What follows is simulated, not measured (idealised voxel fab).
process module | voxel air gaps
cross-section cut | 235 nm wide | cells 5 nm
A cross-section is a grid of square cells, given in bands from the top down. A band is one or more rows of cells.
Each band's line starts with the height of the band's top and of its bottom, in nm. Then come its materials from left to right, each with its width in nm. One material with "throughout" fills the band from edge to edge. "air" is empty space.
Height 0 is the level under which the wafer as received is all one material. The lowest band goes on downwards, as in "0 down".
A width such as "30 to 40" changes by the same amount from each row of cells to the next, from the band's top row to its bottom row.
"no change" after a step means that no cell of the cross-section changed.
closed voids: empty space of 8 cells or more with no open way to the top, each as width x height at its distance from the left edge, in nm
after a step's settings: what the simulator itself notes on the step
overlay nm, on a step with a mask: how far to the right of its planned place the mask lay; to the left if negative
plan
1 op RECEIVE | material Si
2 op CONFORMAL_DEP | material SiO2 | thk nm 10
3 op CONFORMAL_DEP | material SiCN | thk nm 5
4 op DIRECTIONAL_DEP | material SiO2 | thk nm 40
5 op MASKED_ETCH | tone open | mask id LINES | width nm 20 | pitch nm 45 | etch materials SiO2 | depth nm 40 | overlay nm 0
6 op CONFORMAL_DEP | material TiN | thk nm 5
7 op FILL_DEP | material W | thk nm 5
8 op CMP | height nm 55
9 op EPI | material Ru | thk nm 10
10 op SELECTIVE_ETCH | etch materials SiO2 | depth nm 50
11 op CONFORMAL_DEP | material SiCN | thk nm 5
first wafer, as planned
as received, after step 1
  0 down: Si throughout
  closed voids: none
after step 2
  10 to 0: SiO2 throughout
  below 0: unchanged
after step 3
  15 to 10: SiCN throughout
  below 10: unchanged
after step 4
  55 to 15: SiO2 throughout
  below 15: unchanged
after step 5
  55 to 15: SiO2 40 | air 20 | SiO2 25 | air 20 | SiO2 25 | air 20 | SiO2 25 | air 20 | SiO2 40
  below 15: unchanged
after step 6
  60 to 55: TiN 45 | air 10 | TiN 35 | air 10 | TiN 35 | air 10 | TiN 35 | air 10 | TiN 45
  55 to 20: SiO2 40 | TiN 5 | air 10 | TiN 5 | SiO2 25 | TiN 5 | air 10 | TiN 5 | SiO2 25 | TiN 5 | air 10 | TiN 5 | SiO2 25 | TiN 5 | air 10 | TiN 5 | SiO2 40
  20 to 15: SiO2 40 | TiN 20 | SiO2 25 | TiN 20 | SiO2 25 | TiN 20 | SiO2 25 | TiN 20 | SiO2 40
  below 15: unchanged
after step 7
  65 to 60: W throughout
  60 to 55: TiN 45 | W 10 | TiN 35 | W 10 | TiN 35 | W 10 | TiN 35 | W 10 | TiN 45
  55 to 20: SiO2 40 | TiN 5 | W 10 | TiN 5 | SiO2 25 | TiN 5 | W 10 | TiN 5 | SiO2 25 | TiN 5 | W 10 | TiN 5 | SiO2 25 | TiN 5 | W 10 | TiN 5 | SiO2 40
  below 20: unchanged
after step 8
  55 to 20: SiO2 40 | TiN 5 | W 10 | TiN 5 | SiO2 25 | TiN 5 | W 10 | TiN 5 | SiO2 25 | TiN 5 | W 10 | TiN 5 | SiO2 25 | TiN 5 | W 10 | TiN 5 | SiO2 40
  below 20: unchanged
after step 9
  65 to 55: air 30 | Ru 40 | air 5 | Ru 40 | air 5 | Ru 40 | air 5 | Ru 40 | air 30
  below 55: unchanged
after step 10
  65 to 55: air 30 | Ru 40 | air 5 | Ru 40 | air 5 | Ru 40 | air 5 | Ru 40 | air 30
  55 to 20: air 40 | TiN 5 | W 10 | TiN 5 | air 25 | TiN 5 | W 10 | TiN 5 | air 25 | TiN 5 | W 10 | TiN 5 | air 25 | TiN 5 | W 10 | TiN 5 | air 40
  20 to 15: air 40 | TiN 20 | air 25 | TiN 20 | air 25 | TiN 20 | air 25 | TiN 20 | air 40
  below 15: unchanged
after step 11
  70 to 65: air 25 | SiCN 185 | air 25
  65 to 55: air 25 | SiCN 5 | Ru 40 | SiCN 5 | Ru 40 | SiCN 5 | Ru 40 | SiCN 5 | Ru 40 | SiCN 5 | air 25
  55 to 50: air 25 | SiCN 15 | TiN 5 | W 10 | TiN 5 | SiCN 25 | TiN 5 | W 10 | TiN 5 | SiCN 25 | TiN 5 | W 10 | TiN 5 | SiCN 25 | TiN 5 | W 10 | TiN 5 | SiCN 15 | air 25
  50 to 20: air 35 | SiCN 5 | TiN 5 | W 10 | TiN 5 | SiCN 5 | air 15 | SiCN 5 | TiN 5 | W 10 | TiN 5 | SiCN 5 | air 15 | SiCN 5 | TiN 5 | W 10 | TiN 5 | SiCN 5 | air 15 | SiCN 5 | TiN 5 | W 10 | TiN 5 | SiCN 5 | air 35
  20 to 15: SiCN 40 | TiN 20 | SiCN 25 | TiN 20 | SiCN 25 | TiN 20 | SiCN 25 | TiN 20 | SiCN 40
  below 15: unchanged
  closed voids: 15 x 30 at 65; 15 x 30 at 110; 15 x 30 at 155
second wafer: like start, like plan, one mistake. Through step 4 it matches the first wafer
when step 5 should have ended
  55 to 15: SiO2 30 | air 20 | SiO2 25 | air 20 | SiO2 25 | air 20 | SiO2 25 | air 20 | SiO2 50
  below 15: unchanged
when step 6 should have ended
  60 to 55: TiN 35 | air 10 | TiN 35 | air 10 | TiN 35 | air 10 | TiN 35 | air 10 | TiN 55
  55 to 20: SiO2 30 | TiN 5 | air 10 | TiN 5 | SiO2 25 | TiN 5 | air 10 | TiN 5 | SiO2 25 | TiN 5 | air 10 | TiN 5 | SiO2 25 | TiN 5 | air 10 | TiN 5 | SiO2 50
  20 to 15: SiO2 30 | TiN 20 | SiO2 25 | TiN 20 | SiO2 25 | TiN 20 | SiO2 25 | TiN 20 | SiO2 50
  below 15: unchanged
when step 7 should have ended
  65 to 60: W throughout
  60 to 55: TiN 35 | W 10 | TiN 35 | W 10 | TiN 35 | W 10 | TiN 35 | W 10 | TiN 55
  55 to 20: SiO2 30 | TiN 5 | W 10 | TiN 5 | SiO2 25 | TiN 5 | W 10 | TiN 5 | SiO2 25 | TiN 5 | W 10 | TiN 5 | SiO2 25 | TiN 5 | W 10 | TiN 5 | SiO2 50
  below 20: unchanged
when step 8 should have ended
  55 to 20: SiO2 30 | TiN 5 | W 10 | TiN 5 | SiO2 25 | TiN 5 | W 10 | TiN 5 | SiO2 25 | TiN 5 | W 10 | TiN 5 | SiO2 25 | TiN 5 | W 10 | TiN 5 | SiO2 50
  below 20: unchanged
when step 9 should have ended
  65 to 55: air 20 | Ru 40 | air 5 | Ru 40 | air 5 | Ru 40 | air 5 | Ru 40 | air 40
  below 55: unchanged
when step 10 should have ended
  65 to 55: air 20 | Ru 40 | air 5 | Ru 40 | air 5 | Ru 40 | air 5 | Ru 40 | air 40
  55 to 20: air 30 | TiN 5 | W 10 | TiN 5 | air 25 | TiN 5 | W 10 | TiN 5 | air 25 | TiN 5 | W 10 | TiN 5 | air 25 | TiN 5 | W 10 | TiN 5 | air 50
  20 to 15: air 30 | TiN 20 | air 25 | TiN 20 | air 25 | TiN 20 | air 25 | TiN 20 | air 50
  below 15: unchanged
when step 11 should have ended
  70 to 65: air 15 | SiCN 185 | air 35
  65 to 55: air 15 | SiCN 5 | Ru 40 | SiCN 5 | Ru 40 | SiCN 5 | Ru 40 | SiCN 5 | Ru 40 | SiCN 5 | air 35
  55 to 50: air 15 | SiCN 15 | TiN 5 | W 10 | TiN 5 | SiCN 25 | TiN 5 | W 10 | TiN 5 | SiCN 25 | TiN 5 | W 10 | TiN 5 | SiCN 25 | TiN 5 | W 10 | TiN 5 | SiCN 15 | air 35
  50 to 20: air 25 | SiCN 5 | TiN 5 | W 10 | TiN 5 | SiCN 5 | air 15 | SiCN 5 | TiN 5 | W 10 | TiN 5 | SiCN 5 | air 15 | SiCN 5 | TiN 5 | W 10 | TiN 5 | SiCN 5 | air 15 | SiCN 5 | TiN 5 | W 10 | TiN 5 | SiCN 5 | air 45
  20 to 15: SiCN 30 | TiN 20 | SiCN 25 | TiN 20 | SiCN 25 | TiN 20 | SiCN 25 | TiN 20 | SiCN 50
  below 15: unchanged
  closed voids: 15 x 30 at 55; 15 x 30 at 100; 15 x 30 at 145
what went wrong: step 5 ran as: op MASKED_ETCH | tone open | mask id LINES | width nm 20 | pitch nm 45 | etch materials SiO2 | depth nm 40 | overlay nm -10
at the end the second wafer has, in cells: as many of each material as the first, in other places
